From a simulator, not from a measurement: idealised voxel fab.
The process module presented herein is designated voxel wiring stack.
cross-section cut | 195 nm wide | cells 5 nm
A cross-section is a grid of square cells, given in bands from the top down. A band is one or more rows of cells. Band: top height; bottom height; in nm. Then, left to right: material with width in nm, for each material. "everywhere": a single material spanning edge to edge. "empty": empty space. Note: height 0 marks the level under which the wafer is uniformly one material as received. Lowest band unbounded below, written "top 0, no bottom". Width spec "30->40" -> top row of cells at first value, bottom row at second value, equal per-row change in between. "everything unchanged", as given for a step, is the statement that not any cell of the cross-section underwent a change during that step. Empty spaces counting at least 8 cells and having no open way to the top are listed in "Enclosed empty spaces". The notation width x height at distance is used for each, the distance being from the left edge and all three values in nm. Anything after a step's settings on that line? It's the simulator's own note about the step. The optional step-line setting "overlay nm" applies to steps with a mask and quantifies how far to the right of its planned location the mask lay, a negative value indicating leftward placement.
-- This section lists the process steps that were planned
1 RECEIVE, material Si
2 CONFORMAL_DEP, material SiO2, thk nm 15
3 CONFORMAL_DEP, material SiN, thk nm 5
4 DIRECTIONAL_DEP, material lowk, thk nm 15
5 PATTERN, tone open, mask id METAL_1, material resist, width nm 30, pitch nm 45, thk nm 15, overlay nm 0
6 DIRECTIONAL_ETCH, etch materials lowk, depth nm 15
7 DIRECTIONAL_ETCH, etch materials SiN, depth nm 5
8 STRIP, etch materials resist
9 CONFORMAL_DEP, material TiN, thk nm 5
10 FILL_DEP, material Cu, thk nm 10
11 CMP, height nm 35
12 EPI, material Ru, thk nm 5
13 FILL_DEP, material SiCN, thk nm 5
14 DIRECTIONAL_DEP, material lowk, thk nm 15
15 PATTERN, tone open, mask id PLUG_1, material resist, width nm 15, pitch nm 45, thk nm 15, overlay nm 0
16 DIRECTIONAL_ETCH, etch materials lowk, depth nm 15
17 DIRECTIONAL_ETCH, etch materials SiCN, depth nm 5
18 STRIP, etch materials resist
19 EPI, material Ru, thk nm 10
20 EPI, material Ru, thk nm 10
21 DIRECTIONAL_DEP, material TiN, thk nm 5
22 DIRECTIONAL_DEP, material Ru, thk nm 20
23 MASKED_ETCH, tone cover, mask id METAL_2, width nm 30, pitch nm 45, etch materials Ru, depth nm 20, overlay nm 0
24 MASKED_ETCH, tone cover, mask id METAL_2, width nm 30, pitch nm 45, etch materials TiN, depth nm 5, overlay nm 0
25 FILL_DEP, material SiO2, thk nm 5
26 CMP, height nm 85
27 CONFORMAL_DEP, material SiCN, thk nm 5
28 DIRECTIONAL_DEP, material SiO2, thk nm 30
29 PATTERN, tone open, mask id METAL_3, material resist, width nm 30, pitch nm 45, thk nm 15, overlay nm 0
30 DIRECTIONAL_ETCH, etch materials SiO2, depth nm 20
31 STRIP, etch materials resist
32 PATTERN, tone open, mask id METAL_3_HOLES, material resist, width nm 15, pitch nm 90, thk nm 15, overlay nm 0
33 DIRECTIONAL_ETCH, etch materials SiO2, depth nm 10
34 DIRECTIONAL_ETCH, etch materials SiCN, depth nm 5
35 STRIP, etch materials resist
36 CONFORMAL_DEP, material TiN, thk nm 5
37 FILL_DEP, material Cu, thk nm 10
38 CMP, height nm 120
39 CONFORMAL_DEP, material SiCN, thk nm 5
-- Cross-sectional view of the wafer in its as-received condition, corresponding to the state after step 1
  top 0, no bottom  Si everywhere
  Enclosed empty spaces: none
-- Cross-section at module end, one run error; start and plan unchanged from above
  top 125, bottom 120  SiCN everywhere
  top 120, bottom 115  Cu everywhere
  top 115, bottom 110  TiN=20  Cu=20  TiN=25  Cu=20  TiN=25  Cu=20  TiN=25  Cu=20  TiN=20
  top 110, bottom 100  SiO2=15  TiN=5->20  Cu=20->5  TiN=5  SiO2=15  TiN=5  Cu=20  TiN=5  SiO2=15  TiN=5->20  Cu=20->5  TiN=5  SiO2=15  TiN=5  Cu=20  TiN=5  SiO2=15
  top 100, bottom 90  SiO2=30  TiN=5  Cu=5  TiN=5  SiO2=15  TiN=5  Cu=20  TiN=5  SiO2=30  TiN=5  Cu=5  TiN=5  SiO2=15  TiN=5  Cu=20  TiN=5  SiO2=15
  top 90, bottom 85  SiCN=30  TiN=15  SiCN=15  TiN=30  SiCN=30  TiN=15  SiCN=15  TiN=30  SiCN=15
  top 85, bottom 65  SiO2=15  Ru=30  SiO2=15  Ru=30  SiO2=15  Ru=30  SiO2=15  Ru=30  SiO2=15
  top 65, bottom 60  SiO2=15  TiN=30  SiO2=15  TiN=30  SiO2=15  TiN=30  SiO2=15  TiN=30  SiO2=15
  top 60, bottom 45  lowk=15  Ru=15  lowk=30  Ru=15  lowk=30  Ru=15  lowk=30  Ru=15  lowk=30
  top 45, bottom 35  SiCN=15->10  Ru=15->40  SiCN=30->5  Ru=15->40  SiCN=30->5  Ru=15->40  SiCN=30->5  Ru=15->40  SiCN=30->10
  top 35, bottom 20  lowk=15  TiN=5  Cu=20  TiN=5  lowk=15  TiN=5  Cu=20  TiN=5  lowk=15  TiN=5  Cu=20  TiN=5  lowk=15  TiN=5  Cu=20  TiN=5  lowk=15
  top 20, bottom 15  SiN=15  TiN=30  SiN=15  TiN=30  SiN=15  TiN=30  SiN=15  TiN=30  SiN=15
  top 15, bottom 0  SiO2 everywhere
  top 0, no bottom  Si everywhere
  Enclosed empty spaces: none
Error vs. plan: step 32 ran differently from the plan; actual operation with settings: PATTERN, tone cover, mask id METAL_3_HOLES, material resist, width nm 15, pitch nm 90, thk nm 15, overlay nm 0
